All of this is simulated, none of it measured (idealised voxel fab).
Process module name: voxel wiring stack
Cross-sectional view cut (width: 270 nm; square cell size: 5 nm).
A cross-section is written here as square cells arranged in a grid, and it is given in bands from the top down, each band taking up one or more rows of cells.
Look at the band entry: it leads with the top's height and the bottom's height in nm. Then it lists the materials left to right, with a width in nm for each. The word "edge to edge" on a single material says that material fills the band edge to edge. The word "air" is empty space.
Height 0 is the level under which the wafer as received is all one material. The lowest band goes on downwards, as in "from 0 down".
A width given as "30->40" starts at the first number in the band's top row and ends at the second number in its bottom row, shifting by an equal amount at every step from row to row.
The cross-section has no changed cell in any step marked "no modification".
For the entry "Closed void register", the listed items are empty spaces with no open way to the top whose size is 8 cells or more; each item follows the pattern width x height at distance, where distance is from the left edge and all three are in nm.
Text after the settings on a step's line: the simulator's own remark on that step.
For masked steps, "overlay nm" on the step line gives how far right of plan the mask actually lay; a minus sign means it lay to the left.
-- plan
step 1: op RECEIVE | material Si
step 2: op CONFORMAL_DEP | material SiO2 | thk nm 10
step 3: op DIRECTIONAL_DEP | material TiN | thk nm 5
step 4: op DIRECTIONAL_DEP | material Ru | thk nm 25
step 5: op DIRECTIONAL_DEP | material aC | thk nm 10
step 6: op PATTERN | tone cover | mask id METAL_1 | material resist | width nm 20 | pitch nm 45 | thk nm 25 | overlay nm 0
step 7: op DIRECTIONAL_ETCH | etch materials aC | depth nm 10
step 8: op STRIP | etch materials resist
step 9: op DIRECTIONAL_ETCH | etch materials Ru | depth nm 25
step 10: op DIRECTIONAL_ETCH | etch materials TiN | depth nm 5
step 11: op STRIP | etch materials aC
step 12: op CONFORMAL_DEP | material SiCN | thk nm 5
step 13: op FILL_DEP | material SiO2 | thk nm 10
step 14: op CMP | height nm 40
step 15: op CONFORMAL_DEP | material SiCN | thk nm 5
step 16: op DIRECTIONAL_DEP | material lowk | thk nm 10
step 17: op PATTERN | tone open | mask id PLUG_1 | material resist | width nm 15 | pitch nm 90 | thk nm 20 | overlay nm 0
step 18: op DIRECTIONAL_ETCH | etch materials lowk | depth nm 10
step 19: op DIRECTIONAL_ETCH | etch materials SiCN | depth nm 5
step 20: op STRIP | etch materials resist
step 21: op CONFORMAL_DEP | material TiN | thk nm 5
step 22: op FILL_DEP | material Ru | thk nm 10
step 23: op CMP | height nm 45
step 24: op CONFORMAL_DEP | material SiCN | thk nm 5
step 25: op DIRECTIONAL_DEP | material lowk | thk nm 20
step 26: op PATTERN | tone open | mask id METAL_2 | material resist | width nm 20 | pitch nm 45 | thk nm 15 | overlay nm 0
step 27: op DIRECTIONAL_ETCH | etch materials lowk | depth nm 20
step 28: op DIRECTIONAL_ETCH | etch materials SiCN | depth nm 5
step 29: op STRIP | etch materials resist
step 30: op CONFORMAL_DEP | material TiN | thk nm 5
step 31: op FILL_DEP | material W | thk nm 10
step 32: op CMP | height nm 80
step 33: op CONFORMAL_DEP | material SiCN | thk nm 5
step 34: op DIRECTIONAL_DEP | material lowk | thk nm 30
step 35: op DIRECTIONAL_DEP | material aC | thk nm 10
step 36: op PATTERN | tone open | mask id METAL_3 | material resist | width nm 20 | pitch nm 45 | thk nm 30 | overlay nm 0
step 37: op DIRECTIONAL_ETCH | etch materials aC | depth nm 10
step 38: op STRIP | etch materials resist
step 39: op DIRECTIONAL_ETCH | etch materials lowk | depth nm 20
step 40: op STRIP | etch materials aC
step 41: op DIRECTIONAL_DEP | material aC | thk nm 10
step 42: op PATTERN | tone open | mask id METAL_3_HOLES | material resist | width nm 15 | pitch nm 90 | thk nm 30 | overlay nm 0
step 43: op DIRECTIONAL_ETCH | etch materials aC | depth nm 10
step 44: op STRIP | etch materials resist
step 45: op DIRECTIONAL_ETCH | etch materials lowk | depth nm 10
step 46: op DIRECTIONAL_ETCH | etch materials SiCN | depth nm 5
step 47: op STRIP | etch materials aC
step 48: op CONFORMAL_DEP | material TiN | thk nm 5
step 49: op FILL_DEP | material Ru | thk nm 10
step 50: op CMP | height nm 115
step 51: op CONFORMAL_DEP | material SiCN | thk nm 5
step 52: op DIRECTIONAL_DEP | material SiO2 | thk nm 10
step 53: op DIRECTIONAL_DEP | material aC | thk nm 15
step 54: op PATTERN | tone open | mask id PLUG_3 | material resist | width nm 15 | pitch nm 45 | thk nm 35 | overlay nm 0
step 55: op DIRECTIONAL_ETCH | etch materials aC | depth nm 15
step 56: op STRIP | etch materials resist
step 57: op DIRECTIONAL_ETCH | etch materials SiO2 | depth nm 10
step 58: op DIRECTIONAL_ETCH | etch materials SiCN | depth nm 5
step 59: op STRIP | etch materials aC
step 60: op EPI | material Ru | thk nm 10
step 61: op EPI | material Ru | thk nm 5
step 62: op CONFORMAL_DEP | material SiCN | thk nm 5
step 63: op DIRECTIONAL_DEP | material SiO2 | thk nm 20
step 64: op PATTERN | tone open | mask id METAL_4 | material resist | width nm 20 | pitch nm 45 | thk nm 20 | overlay nm 0
step 65: op DIRECTIONAL_ETCH | etch materials SiO2 | depth nm 20
step 66: op DIRECTIONAL_ETCH | etch materials SiCN | depth nm 5
step 67: op STRIP | etch materials resist
step 68: op CONFORMAL_DEP | material TiN | thk nm 5
step 69: op FILL_DEP | material W | thk nm 5
step 70: op CMP | height nm 155
step 71: op CONFORMAL_DEP | material SiCN | thk nm 5
The height nm used in step 23 is not the same on every wafer, whereas the starting condition is; the value printed in the plan is the first wafer's.
-- Cross-section of the first of several wafers as received (after step 1)
> from 0 down = Si edge to edge
> Closed void register: none
-- Note: the following table is arranged by wafer, a row apiece. Each row reports the end-of-module state: per material, cells gained (+) or cells lost (-) compared with the wafer as received; closed voids follow
height nm 45 | +146 Ru | +346 SiCN | +494 SiO2 | +216 TiN | +126 W | +400 lowk | Closed void register: none
height nm 50 | +148 Ru | +346 SiCN | +494 SiO2 | +220 TiN | +72 W | +448 lowk | Closed void register: none
height nm 55 | +150 Ru | +346 SiCN | +494 SiO2 | +178 TiN | +64 W | +496 lowk | Closed void register: none
height nm 60 | +152 Ru | +346 SiCN | +494 SiO2 | +222 TiN | +56 W | +458 lowk | Closed void register: none
height nm 65 | +206 Ru | +346 SiCN | +494 SiO2 | +214 TiN | +48 W | +420 lowk | Closed void register: none
height nm 70 | +260 Ru | +346 SiCN | +494 SiO2 | +206 TiN | +40 W | +382 lowk | Closed void register: none
